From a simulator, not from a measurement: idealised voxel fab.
voxel quadruple lines: a process module
Square cell edge 5 nm, section width 290 nm, ID cut.
Cross-section spec: square-cell grid; bands listed top down; each band is one or more rows.
The entry gives the band's vertical extent as a top height and a bottom height in nm, then its horizontal make-up as materials from left to right, each with a width in nm. "blank" stands for empty space; a single material marked "full width" fills the band edge to edge.
Below 0: as-received wafer, all one material; heights counted from there. Lowest band: no bottom, goes on down, written "0 down".
Top row gets the first number, bottom row gets the second, and each row in between changes by the same step: that is how a band width like "30 to 40" works.
"stayed the same", as given for a step, is the statement that not any cell of the cross-section underwent a change during that step.
Entrapped void list: empty space of 8 cells or more with no open way to the top, each as width x height at its distance from the left edge, in nm
Text after the settings on a step's line: the simulator's own remark on that step.
On any step carrying a mask, the "overlay nm" setting, if present on the step's line, tells how far right of its planned place the mask lay; negative values point to the left.
Layout of what follows: cross-section pairs, each bracketing one process step, the after cross-section shown only to the lowest band that changed, the step between and its settings noted under each pair. Pairs may originate in different runs of this module on the same starting wafer; a pair continues from the pair above only where its entry headed "Before processing step" says so.

-- Before processing step
> 45 to 25 = 120 blank, 5 SiN, 15 blank, 5 SiN, 15 blank, 5 SiN, 15 blank, 5 SiN, 105 blank
> 25 to 10 = Ru full width
> 10 to 0 = Al2O3 full width
> 0 down = Si full width
> Entrapped void list: none

-- Sectional Result
> 45 to 25 = 120 blank, 5 SiN, 15 blank, 5 SiN, 15 blank, 5 SiN, 15 blank, 5 SiN, 105 blank
> 25 to 10 = 120 blank, 5 Ru, 15 blank, 5 Ru, 15 blank, 5 Ru, 15 blank, 5 Ru, 105 blank
> Heights below 10 show no change.
> Entrapped void list: none
The before and after cross-sections above are linked by DIRECTIONAL_ETCH, etch materials Ru, depth nm 15

Before processing step: look at the pair above, its after cross-section is where this step starts.

-- Sectional Result
> 25 to 10 = 120 blank, 5 Ru, 15 blank, 5 Ru, 15 blank, 5 Ru, 15 blank, 5 Ru, 105 blank
> Heights below 10 show no change.
> Entrapped void list: none
The before and after cross-sections above are linked by STRIP, etch materials SiN

Before processing step: look at the pair above, its after cross-section is where this step starts.

-- Sectional Result
> 30 to 25 = lowk full width
> 25 to 10 = 120 lowk, 5 Ru, 15 lowk, 5 Ru, 15 lowk, 5 Ru, 15 lowk, 5 Ru, 105 lowk
> Heights below 10 show no change.
> Entrapped void list: none
The before and after cross-sections above are linked by FILL_DEP, material lowk, thk nm 5

Before processing step: look at the pair above, its after cross-section is where this step starts.

-- Sectional Result
> 25 to 10 = 120 lowk, 5 Ru, 15 lowk, 5 Ru, 15 lowk, 5 Ru, 15 lowk, 5 Ru, 105 lowk
> Heights below 10 show no change.
> Entrapped void list: none
The before and after cross-sections above are linked by CMP, height nm 25

-- Before processing step
> 10 to 0 = Al2O3 full width
> 0 down = Si full width
> Entrapped void list: none

-- Sectional Result
> 25 to 10 = lowk full width
> Heights below 10 show no change.
> Entrapped void list: none
The before and after cross-sections above are linked by DIRECTIONAL_DEP, material lowk, thk nm 15

Before processing step: look at the pair above, its after cross-section is where this step starts.

-- Sectional Result
> 45 to 25 = polySi full width
> Heights below 25 show no change.
> Entrapped void list: none
The before and after cross-sections above are linked by DIRECTIONAL_DEP, material polySi, thk nm 20

Before processing step: look at the pair above, its after cross-section is where this step starts.

-- Sectional Result
> 65 to 45 = aC full width
> Heights below 45 show no change.
> Entrapped void list: none
The before and after cross-sections above are linked by DIRECTIONAL_DEP, material aC, thk nm 20

Before processing step: look at the pair above, its after cross-section is where this step starts.

-- Sectional Result
> 95 to 65 = 130 blank, 25 resist, 135 blank
> Heights below 65 show no change.
> Entrapped void list: none
The before and after cross-sections above are linked by PATTERN, tone cover, mask id MANDREL, material resist, width nm 25, thk nm 30, overlay nm 0

Before processing step: look at the pair above, its after cross-section is where this step starts.

-- Sectional Result
> 75 to 65 = 130 blank, 25 resist, 135 blank
> 65 to 45 = 130 blank, 25 aC, 135 blank
> Heights below 45 show no change.
> Entrapped void list: none
The before and after cross-sections above are linked by DIRECTIONAL_ETCH, etch materials aC, depth nm 20

Before processing step: look at the pair above, its after cross-section is where this step starts.

-- Sectional Result
> 65 to 45 = 130 blank, 25 aC, 135 blank
> Heights below 45 show no change.
> Entrapped void list: none
The before and after cross-sections above are linked by STRIP, etch materials resist

Before processing step: look at the pair above, its after cross-section is where this step starts.

-- Sectional Result
> 80 to 65 = 115 blank, 55 SiO2, 120 blank
> 65 to 60 = 115 blank, 15 SiO2, 25 aC, 15 SiO2, 120 blank
> 60 to 45 = 130 SiO2, 25 aC, 135 SiO2
> Heights below 45 show no change.
> Entrapped void list: none
The before and after cross-sections above are linked by CONFORMAL_DEP, material SiO2, thk nm 15

Before processing step: look at the pair above, its after cross-section is where this step starts.

-- Sectional Result
> 65 to 45 = 115 blank, 15 SiO2, 25 aC, 15 SiO2, 120 blank
> Heights below 45 show no change.
> Entrapped void list: none
The before and after cross-sections above are linked by DIRECTIONAL_ETCH, etch materials SiO2, depth nm 15

Before processing step: look at the pair above, its after cross-section is where this step starts.

-- Sectional Result
> 65 to 45 = 115 blank, 15 SiO2, 25 blank, 15 SiO2, 120 blank
> Heights below 45 show no change.
> Entrapped void list: none
The before and after cross-sections above are linked by STRIP, etch materials aC

Before processing step: look at the pair above, its after cross-section is where this step starts.

-- Sectional Result
> 65 to 45 = 115 blank, 15 SiO2, 25 blank, 15 SiO2, 120 blank
> 45 to 25 = 115 blank, 15 polySi, 25 blank, 15 polySi, 120 blank
> Heights below 25 show no change.
> Entrapped void list: none
The before and after cross-sections above are linked by DIRECTIONAL_ETCH, etch materials polySi, depth nm 20

Before processing step: look at the pair above, its after cross-section is where this step starts.

-- Sectional Result
> 45 to 25 = 115 blank, 15 polySi, 25 blank, 15 polySi, 120 blank
> Heights below 25 show no change.
> Entrapped void list: none
The before and after cross-sections above are linked by STRIP, etch materials SiO2

Before processing step: look at the pair above, its after cross-section is where this step starts.

-- Sectional Result
> 50 to 45 = 110 blank, 25 SiN, 15 blank, 25 SiN, 115 blank
> 45 to 30 = 110 blank, 5 SiN, 15 polySi, 5 SiN, 15 blank, 5 SiN, 15 polySi, 5 SiN, 115 blank
> 30 to 25 = 115 SiN, 15 polySi, 25 SiN, 15 polySi, 120 SiN
> Heights below 25 show no change.
> Entrapped void list: none
The before and after cross-sections above are linked by CONFORMAL_DEP, material SiN, thk nm 5

Before processing step: look at the pair above, its after cross-section is where this step starts.

-- Sectional Result
> 45 to 25 = 110 blank, 5 SiN, 15 polySi, 5 SiN, 15 blank, 5 SiN, 15 polySi, 5 SiN, 115 blank
> Heights below 25 show no change.
> Entrapped void list: none
The before and after cross-sections above are linked by DIRECTIONAL_ETCH, etch materials SiN, depth nm 5

Before processing step: look at the pair above, its after cross-section is where this step starts.

-- Sectional Result
> 45 to 25 = 110 blank, 5 SiN, 15 blank, 5 SiN, 15 blank, 5 SiN, 15 blank, 5 SiN, 115 blank
> Heights below 25 show no change.
> Entrapped void list: none
The before and after cross-sections above are linked by STRIP, etch materials polySi

Before processing step: look at the pair above, its after cross-section is where this step starts.

-- Sectional Result
> 25 to 10 = lowk full width
> Heights below 10 show no change.
> Entrapped void list: none
The before and after cross-sections above are linked by STRIP, etch materials SiN

Before processing step: look at the pair above, its after cross-section is where this step starts.

-- Sectional Result
> 30 to 10 = lowk full width
> Heights below 10 show no change.
> Entrapped void list: none
The before and after cross-sections above are linked by FILL_DEP, material lowk, thk nm 5

Before processing step: look at the pair above, its after cross-section is where this step starts.

-- Sectional Result
> 25 to 10 = lowk full width
> Heights below 10 show no change.
> Entrapped void list: none
The before and after cross-sections above are linked by CMP, height nm 25

-- Before processing step
> 65 to 45 = aC full width
> 45 to 25 = polySi full width
> 25 to 10 = Ru full width
> 10 to 0 = Al2O3 full width
> 0 down = Si full width
> Entrapped void list: none

-- Sectional Result
> 95 to 65 = 130 resist, 25 blank, 135 resist
> Heights below 65 show no change.
> Entrapped void list: none
The before and after cross-sections above are linked by PATTERN, tone open, mask id MANDREL, material resist, width nm 25, thk nm 30, overlay nm 0

Before processing step: look at the pair above, its after cross-section is where this step starts.

-- Sectional Result
> 75 to 65 = 130 resist, 25 blank, 135 resist
> 65 to 45 = 130 aC, 25 blank, 135 aC
> Heights below 45 show no change.
> Entrapped void list: none
The before and after cross-sections above are linked by DIRECTIONAL_ETCH, etch materials aC, depth nm 20

Before processing step: look at the pair above, its after cross-section is where this step starts.

-- Sectional Result
> 65 to 45 = 130 aC, 25 blank, 135 aC
> Heights below 45 show no change.
> Entrapped void list: none
The before and after cross-sections above are linked by STRIP, etch materials resist

Before processing step: look at the pair above, its after cross-section is where this step starts.

-- Sectional Result
> 80 to 65 = SiO2 full width
> 65 to 45 = 130 aC, 25 SiO2, 135 aC
> Heights below 45 show no change.
> Entrapped void list: none
The before and after cross-sections above are linked by CONFORMAL_DEP, material SiO2, thk nm 15

Before processing step: look at the pair above, its after cross-section is where this step starts.

-- Sectional Result
> 65 to 45 = 130 aC, 25 SiO2, 135 aC
> Heights below 45 show no change.
> Entrapped void list: none
The before and after cross-sections above are linked by DIRECTIONAL_ETCH, etch materials SiO2, depth nm 15

Before processing step: look at the pair above, its after cross-section is where this step starts.

-- Sectional Result
> 65 to 45 = 130 blank, 25 SiO2, 135 blank
> Heights below 45 show no change.
> Entrapped void list: none
The before and after cross-sections above are linked by STRIP, etch materials aC

Before processing step: look at the pair above, its after cross-section is where this step starts.

-- Sectional Result
> 65 to 45 = 130 blank, 25 SiO2, 135 blank
> 45 to 25 = 130 blank, 25 polySi, 135 blank
> Heights below 25 show no change.
> Entrapped void list: none
The before and after cross-sections above are linked by DIRECTIONAL_ETCH, etch materials polySi, depth nm 20

Before processing step: look at the pair above, its after cross-section is where this step starts.

-- Sectional Result
> 45 to 25 = 130 blank, 25 polySi, 135 blank
> Heights below 25 show no change.
> Entrapped void list: none
The before and after cross-sections above are linked by STRIP, etch materials SiO2

Before processing step: look at the pair above, its after cross-section is where this step starts.

-- Sectional Result
> 50 to 45 = 125 blank, 35 SiN, 130 blank
> 45 to 30 = 125 blank, 5 SiN, 25 polySi, 5 SiN, 130 blank
> 30 to 25 = 130 SiN, 25 polySi, 135 SiN
> Heights below 25 show no change.
> Entrapped void list: none
The before and after cross-sections above are linked by CONFORMAL_DEP, material SiN, thk nm 5

Before processing step: look at the pair above, its after cross-section is where this step starts.

-- Sectional Result
> 45 to 25 = 125 blank, 5 SiN, 25 polySi, 5 SiN, 130 blank
> Heights below 25 show no change.
> Entrapped void list: none
The before and after cross-sections above are linked by DIRECTIONAL_ETCH, etch materials SiN, depth nm 5

Before processing step: look at the pair above, its after cross-section is where this step starts.

-- Sectional Result
> 45 to 25 = 125 blank, 5 SiN, 25 blank, 5 SiN, 130 blank
> Heights below 25 show no change.
> Entrapped void list: none
The before and after cross-sections above are linked by STRIP, etch materials polySi

Before processing step: look at the pair above, its after cross-section is where this step starts.

-- Sectional Result
> 45 to 25 = 125 blank, 5 SiN, 25 blank, 5 SiN, 130 blank
> 25 to 10 = 125 blank, 5 Ru, 25 blank, 5 Ru, 130 blank
> Heights below 10 show no change.
> Entrapped void list: none
The before and after cross-sections above are linked by DIRECTIONAL_ETCH, etch materials Ru, depth nm 15

Before processing step: look at the pair above, its after cross-section is where this step starts.

-- Sectional Result
> 25 to 10 = 125 blank, 5 Ru, 25 blank, 5 Ru, 130 blank
> Heights below 10 show no change.
> Entrapped void list: none
The before and after cross-sections above are linked by STRIP, etch materials SiN

Before processing step: look at the pair above, its after cross-section is where this step starts.

-- Sectional Result
> 30 to 25 = lowk full width
> 25 to 10 = 125 lowk, 5 Ru, 25 lowk, 5 Ru, 130 lowk
> Heights below 10 show no change.
> Entrapped void list: none
The before and after cross-sections above are linked by FILL_DEP, material lowk, thk nm 5

Before processing step: look at the pair above, its after cross-section is where this step starts.

-- Sectional Result
> 25 to 10 = 125 lowk, 5 Ru, 25 lowk, 5 Ru, 130 lowk
> Heights below 10 show no change.
> Entrapped void list: none
The before and after cross-sections above are linked by CMP, height nm 25
